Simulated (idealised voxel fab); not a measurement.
A process module follows: voxel released beams.
Section cut is 185 nm wide and gridded with 5 nm square cells.
Cross-sections here: square-cell grids, written as top-down lists of bands, a band being one or more rows of cells.
Top, bottom (nm), then materials left to right with widths (nm); lone material tagged "full width" fills the whole band edge to edge; "empty" = empty space.
Note: height 0 marks the level under which the wafer is uniformly one material as received. Lowest band unbounded below, written "0 and below".
Width: "30..40" (first number = top row, second number = bottom row, same change from row to row of cells).
"changes: none" means the step left every cell of the cross-section as it was.
The entry titled "Fully sealed voids" provides the empty spaces that have no open way to the top, restricted to those of 8 cells or more. Each is presented as width x height at distance, the distance being measured from the left edge, with all three in nm.
The remark found on a step's line after its settings is issued by the simulator itself and pertains to that step.
If you see "overlay nm" on a step's line and that step has a mask, it's telling you how far right of where it was planned the mask ended up; a negative number means it went left instead.

PROCESS STEPS - PLAN
1,op RECEIVE | material Si
2,op CONFORMAL_DEP | material Al2O3 | thk nm 10
3,op DIRECTIONAL_DEP | material SiO2 | thk nm 15
4,op DIRECTIONAL_DEP | material aC | thk nm 15
5,op PATTERN | tone open | mask id ANCHOR | material resist | width nm 40 | thk nm 35 | overlay nm 0
6,op DIRECTIONAL_ETCH | etch materials aC | depth nm 15
7,op STRIP | etch materials resist
8,op DIRECTIONAL_ETCH | etch materials SiO2 | depth nm 15
9,op STRIP | etch materials aC
10,op CONFORMAL_DEP | material W | thk nm 15
11,op MASKED_ETCH | tone cover | mask id BEAM | width nm 105 | etch materials W | depth nm 15 | overlay nm 0
12,op STRIP | etch materials SiO2

INCOMING WAFER IN CROSS-SECTION (STATE: AFTER STEP 1)
0 and below = Si full width
Fully sealed voids: none

RESULT OF THE MODULE, CROSS-SECTIONED: START PER ABOVE, PLAN PER ABOVE, ONE ERROR IN HOW IT WAS RUN
40 down to 25 = 35 nm empty, then 60 nm W, then 90 nm empty
25 down to 10 = 25 nm empty, then 15 nm W, then 40 nm SiO2, then 60 nm W, then 45 nm empty
10 down to 0 = Al2O3 full width
0 and below = Si full width
Fully sealed voids: none
What went wrong in running the wafer? step 5 ran with different settings than intended, the actual operation and settings being op PATTERN | tone cover | mask id ANCHOR | material resist | width nm 40 | thk nm 35 | overlay nm 0
